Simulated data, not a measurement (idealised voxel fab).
Process module heading - voxel self aligned contacts
190 nm wide, 5 nm square cells: that's cross-section cut.
This document writes a cross-section as a grid whose cells are square, and gives it as bands, listed from the top down; one or more rows of cells form a band. Top, bottom (nm), then materials left to right with widths (nm); lone material tagged "edge to edge" fills the whole band edge to edge; "blank" = empty space. The level at which height equals 0 is the one under which the wafer, as it arrives, is entirely one material. No lower edge exists for the bottom band, which continues downward and is notated as in "0 -> down". A width given as "30..40" starts at the first number in the band's top row and ends at the second number in its bottom row, shifting by an equal amount at every step from row to row. Step note "no alteration" = no cross-section cell changed. Basically, "Closed void list" tells you about the enclosed voids: empty spaces with no open way to the top, 8 cells or bigger, each written width x height at distance, where distance is from the left edge, all in nm. Heads up: the bit after the settings on a step's line is the simulator's remark on that step. overlay nm: how far to the right of its planned place the mask lay on this masked step (negative: to the left).
### These are the steps we planned for the process
1) RECEIVE,material Si
2) OXIDIZE,depth nm 5
3) DIRECTIONAL_DEP,material polySi,thk nm 25
4) DIRECTIONAL_DEP,material SiN,thk nm 25
5) PATTERN,tone cover,mask id GATE,material resist,width nm 25,pitch nm 60,thk nm 20,overlay nm 0
6) DIRECTIONAL_ETCH,etch materials SiN,depth nm 25
7) DIRECTIONAL_ETCH,etch materials polySi,depth nm 25
8) STRIP,etch materials resist
9) CONFORMAL_DEP,material SiN,thk nm 10
10) DIRECTIONAL_ETCH,etch materials SiN,depth nm 10
11) FILL_DEP,material SiO2,thk nm 20
12) CMP,height nm 60
13) DIRECTIONAL_DEP,material aC,thk nm 10
14) PATTERN,tone open,mask id CONTACT,material resist,width nm 45,thk nm 25,overlay nm 0
15) DIRECTIONAL_ETCH,etch materials aC,depth nm 10
16) STRIP,etch materials resist
17) DIRECTIONAL_ETCH,etch materials SiO2,depth nm 65
18) STRIP,etch materials aC
19) CONFORMAL_DEP,material TiN,thk nm 5
20) FILL_DEP,material Ru,thk nm 10
21) CMP,height nm 60
22) CONFORMAL_DEP,material SiCN,thk nm 5
### On the first of the two wafers: run conducted according to plan
### Cross-section of the wafer as it came to us, i.e., already through step 1
* 0 -> down = Si edge to edge
* Closed void list: none
### Take a look at the wafer's cross-section after step 2
* 0 -> -5 = SiO2 edge to edge
* Lower than -5, everything is as it was.
### Take a look at the wafer's cross-section after step 3
* 25 -> 0 = polySi edge to edge
* Lower than 0, everything is as it was.
### Take a look at the wafer's cross-section after step 4
* 50 -> 25 = SiN edge to edge
* Lower than 25, everything is as it was.
### Take a look at the wafer's cross-section after step 5
* 70 -> 50 = blank 50; resist 25; blank 35; resist 25; blank 55
* Lower than 50, everything is as it was.
### Take a look at the wafer's cross-section after step 6
* 70 -> 50 = blank 50; resist 25; blank 35; resist 25; blank 55
* 50 -> 25 = blank 50; SiN 25; blank 35; SiN 25; blank 55
* Lower than 25, everything is as it was.
### Take a look at the wafer's cross-section after step 7
* 70 -> 50 = blank 50; resist 25; blank 35; resist 25; blank 55
* 50 -> 25 = blank 50; SiN 25; blank 35; SiN 25; blank 55
* 25 -> 0 = blank 50; polySi 25; blank 35; polySi 25; blank 55
* Lower than 0, everything is as it was.
### Take a look at the wafer's cross-section after step 8
* 50 -> 25 = blank 50; SiN 25; blank 35; SiN 25; blank 55
* Lower than 25, everything is as it was.
### Take a look at the wafer's cross-section after step 9
* 60 -> 25 = blank 40; SiN 45; blank 15; SiN 45; blank 45
* 25 -> 10 = blank 40; SiN 10; polySi 25; SiN 10; blank 15; SiN 10; polySi 25; SiN 10; blank 45
* 10 -> 0 = SiN 50; polySi 25; SiN 35; polySi 25; SiN 55
* Lower than 0, everything is as it was.
### Take a look at the wafer's cross-section after step 10
* 50 -> 25 = blank 40; SiN 45; blank 15; SiN 45; blank 45
* 25 -> 0 = blank 40; SiN 10; polySi 25; SiN 10; blank 15; SiN 10; polySi 25; SiN 10; blank 45
* Lower than 0, everything is as it was.
### Take a look at the wafer's cross-section after step 11
* 70 -> 50 = SiO2 edge to edge
* 50 -> 25 = SiO2 40; SiN 45; SiO2 15; SiN 45; SiO2 45
* 25 -> 0 = SiO2 40; SiN 10; polySi 25; SiN 10; SiO2 15; SiN 10; polySi 25; SiN 10; SiO2 45
* Lower than 0, everything is as it was.
### Take a look at the wafer's cross-section after step 12
* 60 -> 50 = SiO2 edge to edge
* Lower than 50, everything is as it was.
### Take a look at the wafer's cross-section after step 13
* 70 -> 60 = aC edge to edge
* Lower than 60, everything is as it was.
### Take a look at the wafer's cross-section after step 14
* 95 -> 70 = resist 70; blank 45; resist 75
* Lower than 70, everything is as it was.
### Take a look at the wafer's cross-section after step 15
* 85 -> 70 = resist 70; blank 45; resist 75
* 70 -> 60 = aC 70; blank 45; aC 75
* Lower than 60, everything is as it was.
### Take a look at the wafer's cross-section after step 16
* 70 -> 60 = aC 70; blank 45; aC 75
* Lower than 60, everything is as it was.
### Take a look at the wafer's cross-section after step 17
* 70 -> 60 = aC 70; blank 45; aC 75
* 60 -> 50 = SiO2 70; blank 45; SiO2 75
* 50 -> 25 = SiO2 40; SiN 45; blank 15; SiN 45; SiO2 45
* 25 -> 0 = SiO2 40; SiN 10; polySi 25; SiN 10; blank 15; SiN 10; polySi 25; SiN 10; SiO2 45
* 0 -> -5 = SiO2 85; blank 15; SiO2 90
* Lower than -5, everything is as it was.
### Take a look at the wafer's cross-section after step 18
* 60 -> 50 = SiO2 70; blank 45; SiO2 75
* Lower than 50, everything is as it was.
### Take a look at the wafer's cross-section after step 19
* 65 -> 60 = TiN 75; blank 35; TiN 80
* 60 -> 50 = SiO2 70; TiN 5..20; blank 35..5; TiN 5..20; SiO2 75
* 50 -> 25 = SiO2 40; SiN 45; TiN 5; blank 5; TiN 5; SiN 45; SiO2 45
* 25 -> 0 = SiO2 40; SiN 10; polySi 25; SiN 10; TiN 5; blank 5; TiN 5; SiN 10; polySi 25; SiN 10; SiO2 45
* 0 -> -5 = SiO2 85; TiN 15; SiO2 90
* Lower than -5, everything is as it was.
### Take a look at the wafer's cross-section after step 20
* 75 -> 65 = Ru edge to edge
* 65 -> 60 = TiN 75; Ru 35; TiN 80
* 60 -> 50 = SiO2 70; TiN 5..20; Ru 35..5; TiN 5..20; SiO2 75
* 50 -> 25 = SiO2 40; SiN 45; TiN 5; Ru 5; TiN 5; SiN 45; SiO2 45
* 25 -> 0 = SiO2 40; SiN 10; polySi 25; SiN 10; TiN 5; Ru 5; TiN 5; SiN 10; polySi 25; SiN 10; SiO2 45
* Lower than 0, everything is as it was.
### Take a look at the wafer's cross-section after step 21
* 60 -> 50 = SiO2 70; TiN 5..20; Ru 35..5; TiN 5..20; SiO2 75
* Lower than 50, everything is as it was.
### Take a look at the wafer's cross-section after step 22
* 65 -> 60 = SiCN edge to edge
* Lower than 60, everything is as it was.
### Second Wafer (Identical Start and Plan, One Processing Error; Matches First Wafer Through Step 4)
### Look at the second wafer in cross-section at the time step 5 ought to have finished
* 70 -> 50 = resist 50; blank 25; resist 35; blank 25; resist 55
* Lower than 50, everything is as it was.
### Look at the second wafer in cross-section at the time step 6 ought to have finished
* 70 -> 50 = resist 50; blank 25; resist 35; blank 25; resist 55
* 50 -> 25 = SiN 50; blank 25; SiN 35; blank 25; SiN 55
* Lower than 25, everything is as it was.
### Look at the second wafer in cross-section at the time step 7 ought to have finished
* 70 -> 50 = resist 50; blank 25; resist 35; blank 25; resist 55
* 50 -> 25 = SiN 50; blank 25; SiN 35; blank 25; SiN 55
* 25 -> 0 = polySi 50; blank 25; polySi 35; blank 25; polySi 55
* Lower than 0, everything is as it was.
### Look at the second wafer in cross-section at the time step 8 ought to have finished
* 50 -> 25 = SiN 50; blank 25; SiN 35; blank 25; SiN 55
* Lower than 25, everything is as it was.
### Look at the second wafer in cross-section at the time step 9 ought to have finished
* 60 -> 25 = SiN 60; blank 5; SiN 55; blank 5; SiN 65
* 25 -> 10 = polySi 50; SiN 10; blank 5; SiN 10; polySi 35; SiN 10; blank 5; SiN 10; polySi 55
* 10 -> 0 = polySi 50; SiN 25; polySi 35; SiN 25; polySi 55
* Lower than 0, everything is as it was.
### Look at the second wafer in cross-section at the time step 10 ought to have finished
* 50 -> 25 = SiN 60; blank 5; SiN 55; blank 5; SiN 65
* 25 -> 0 = polySi 50; SiN 10; blank 5; SiN 10; polySi 35; SiN 10; blank 5; SiN 10; polySi 55
* Lower than 0, everything is as it was.
### Look at the second wafer in cross-section at the time step 11 ought to have finished
* 70 -> 50 = SiO2 edge to edge
* 50 -> 25 = SiN 60; SiO2 5; SiN 55; SiO2 5; SiN 65
* 25 -> 0 = polySi 50; SiN 10; SiO2 5; SiN 10; polySi 35; SiN 10; SiO2 5; SiN 10; polySi 55
* Lower than 0, everything is as it was.
### Look at the second wafer in cross-section at the time step 12 ought to have finished
* 60 -> 50 = SiO2 edge to edge
* Lower than 50, everything is as it was.
### Look at the second wafer in cross-section at the time step 13 ought to have finished
* 70 -> 60 = aC edge to edge
* Lower than 60, everything is as it was.
### Look at the second wafer in cross-section at the time step 14 ought to have finished
* 95 -> 70 = resist 70; blank 45; resist 75
* Lower than 70, everything is as it was.
### Look at the second wafer in cross-section at the time step 15 ought to have finished
* 85 -> 70 = resist 70; blank 45; resist 75
* 70 -> 60 = aC 70; blank 45; aC 75
* Lower than 60, everything is as it was.
### Look at the second wafer in cross-section at the time step 16 ought to have finished
* 70 -> 60 = aC 70; blank 45; aC 75
* Lower than 60, everything is as it was.
### Look at the second wafer in cross-section at the time step 17 ought to have finished
* 70 -> 60 = aC 70; blank 45; aC 75
* 60 -> 50 = SiO2 70; blank 45; SiO2 75
* Lower than 50, everything is as it was.
### Look at the second wafer in cross-section at the time step 18 ought to have finished
* 60 -> 50 = SiO2 70; blank 45; SiO2 75
* Lower than 50, everything is as it was.
### Look at the second wafer in cross-section at the time step 19 ought to have finished
* 65 -> 60 = TiN 75; blank 35; TiN 80
* 60 -> 55 = SiO2 70; TiN 5; blank 35; TiN 5; SiO2 75
* 55 -> 50 = SiO2 70; TiN 45; SiO2 75
* Lower than 50, everything is as it was.
### Look at the second wafer in cross-section at the time step 20 ought to have finished
* 75 -> 65 = Ru edge to edge
* 65 -> 60 = TiN 75; Ru 35; TiN 80
* 60 -> 55 = SiO2 70; TiN 5; Ru 35; TiN 5; SiO2 75
* Lower than 55, everything is as it was.
### Look at the second wafer in cross-section at the time step 21 ought to have finished
* 60 -> 55 = SiO2 70; TiN 5; Ru 35; TiN 5; SiO2 75
* Lower than 55, everything is as it was.
### Look at the second wafer in cross-section at the time step 22 ought to have finished
* 65 -> 60 = SiCN edge to edge
* Lower than 60, everything is as it was.
Deviation noted in wafer processing: it should be noted that step 5 was executed with settings other than those planned, the operation and settings actually applied being PATTERN,tone open,mask id GATE,material resist,width nm 25,pitch nm 60,thk nm 20,overlay nm 0
Cell-count delta at end, second wafer over first, by material: -11 Ru, +90 SiN, -147 SiO2, -22 TiN, +90 polySi
